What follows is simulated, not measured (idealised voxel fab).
process module | voxel ribs on slabs
cross-section cut | 230 nm wide | cells 5 nm
Cross-section layout: square cells on a grid; listed as bands, top to bottom; a band spans one or more cell rows.
The entry gives the band's vertical extent as a top height and a bottom height in nm, then its horizontal make-up as materials from left to right, each with a width in nm. "empty" stands for empty space; a single material marked "throughout" fills the band edge to edge.
Zero point of the height axis is 0; under it, received wafer = one material. Lowest band: continues down indefinitely, "top 0, no bottom".
So if you see something like "30 to 40" for the width, read it as the top row of the band sitting at the first number and the bottom row at the second, with every row in between moving by the same amount as the last.
You'll sometimes find "remains unaltered" written for a step, and that's the way of saying that nowhere in the cross-section did a cell change during that step.
Listed in "Trapped void list": every empty space of 8 or more cells without an open way to the top. Form: width x height at distance, the distance being from the left edge, all in nm.
Formally, on a step line, whatever follows the settings is a remark that the simulator itself makes on the step.
overlay nm: right-of-plan distance of the mask on a masked step; negative values mean left-of-plan.

### Process steps foreseen in the plan
1,RECEIVE: material Si
2,DIRECTIONAL_DEP: material SiO2, thk nm 20
3,DIRECTIONAL_DEP: material polySi, thk nm 20
4,DIRECTIONAL_DEP: material aC, thk nm 10
5,PATTERN: tone cover, mask id RIB, material resist, width nm 25, thk nm 30, overlay nm 0
6,DIRECTIONAL_ETCH: etch materials aC, depth nm 10
7,STRIP: etch materials resist
8,DIRECTIONAL_ETCH: etch materials polySi, depth nm 5
9,STRIP: etch materials aC
10,MASKED_ETCH: tone cover, mask id SLAB, width nm 65, etch materials polySi, depth nm 5, overlay nm 0
11,FILL_DEP: material SiO2, thk nm 20
12,CMP: height nm 55
13,DIRECTIONAL_DEP: material W, thk nm 5
14,PATTERN: tone cover, mask id HEATER, material resist, width nm 35, thk nm 20, overlay nm 0
15,DIRECTIONAL_ETCH: etch materials W, depth nm 5
16,STRIP: etch materials resist
17,CONFORMAL_DEP: material SiO2, thk nm 5
Don't read the plan's depth nm for step 10 as applying to every wafer: that's the first wafer's value, and the wafers differ in it, though they all start identical.

### Cross-section, first of several wafers, as delivered after step 1
> top 0, no bottom: Si throughout
> Trapped void list: none

### End-of-module cross-section, first of several wafers, after last step 17
> top 65, bottom 60: 90 of empty | 45 of SiO2 | 95 of empty
> top 60, bottom 55: 95 of SiO2 | 35 of W | 100 of SiO2
> top 55, bottom 40: SiO2 throughout
> top 40, bottom 30: 100 to 80 of SiO2 | 25 to 65 of polySi | 105 to 85 of SiO2
> top 30, bottom 20: polySi throughout
> top 20, bottom 0: SiO2 throughout
> top 0, no bottom: Si throughout
> Trapped void list: none

### Final wafer of several, shown in cross-section at the end of the module
> top 65, bottom 60: 90 of empty | 45 of SiO2 | 95 of empty
> top 60, bottom 55: 95 of SiO2 | 35 of W | 100 of SiO2
> top 55, bottom 40: SiO2 throughout
> top 40, bottom 35: 100 of SiO2 | 25 of polySi | 105 of SiO2
> top 35, bottom 20: 80 of SiO2 | 65 of polySi | 85 of SiO2
> top 20, bottom 0: SiO2 throughout
> top 0, no bottom: Si throughout
> Trapped void list: none

### What follows is a table in which each wafer occupies a row; for the wafer as it stands at the close of the module, the row states, material by material, how many cells have been gained (+) or lost (-) since receipt, and then gives its closed voids
depth nm 5, +444 SiO2, +7 W, +110 polySi, Trapped void list: none
depth nm 10, +477 SiO2, +7 W, +77 polySi, Trapped void list: none
depth nm 15, +510 SiO2, +7 W, +44 polySi, Trapped void list: none
depth nm 20, +510 SiO2, +7 W, +44 polySi, Trapped void list: none
depth nm 25, +510 SiO2, +7 W, +44 polySi, Trapped void list: none
depth nm 30, +510 SiO2, +7 W, +44 polySi, Trapped void list: none
